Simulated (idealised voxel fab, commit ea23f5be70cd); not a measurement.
process module | voxel local oxidation
cross-section cut | 210 nm wide | cells 5 nm
A cross-section is a grid of square cells, given in bands from the top down. A band is one or more rows of cells.
Each band's line starts with the height of the band's top and of its bottom, in nm. Then come its materials from left to right, each with its width in nm. One material with "throughout" fills the band from edge to edge. "air" is empty space.
Height 0 is the level under which the wafer as received is all one material. The lowest band goes on downwards, as in "0 down".
A width such as "30 to 40" changes by the same amount from each row of cells to the next, from the band's top row to its bottom row.
"no change" after a step means that no cell of the cross-section changed.
closed voids: empty space of 8 cells or more with no open way to the top, each as width x height at its distance from the left edge, in nm
after a step's settings: what the simulator itself notes on the step
overlay nm, on a step with a mask: how far to the right of its planned place the mask lay; to the left if negative
plan
1 op RECEIVE | material Si
2 op CONFORMAL_DEP | material SiO2 | thk nm 5
3 op CONFORMAL_DEP | material SiN | thk nm 10
4 op DIRECTIONAL_DEP | material aC | thk nm 10
5 op PATTERN | tone cover | mask id ACTIVE | material resist | width nm 125 | thk nm 25 | overlay nm 0
6 op DIRECTIONAL_ETCH | etch materials aC | depth nm 10
7 op STRIP | etch materials resist
8 op DIRECTIONAL_ETCH | etch materials SiN | depth nm 10
9 op STRIP | etch materials aC
10 op SELECTIVE_ETCH | etch materials SiO2 | depth nm 5
11 op OXIDIZE | depth nm 15
12 op STRIP | etch materials SiN
as received, after step 1
  0 down: Si throughout
  closed voids: none
a wafer at the end: this start, this plan, one mistake
  5 to 0: air 50 | SiO2 115 | air 45
  0 to -15: SiO2 65 | Si 85 | SiO2 60
  -15 down: Si throughout
  closed voids: none
what went wrong: step 5 ran as: op PATTERN | tone cover | mask id ACTIVE | material resist | width nm 125 | thk nm 25 | overlay nm 5
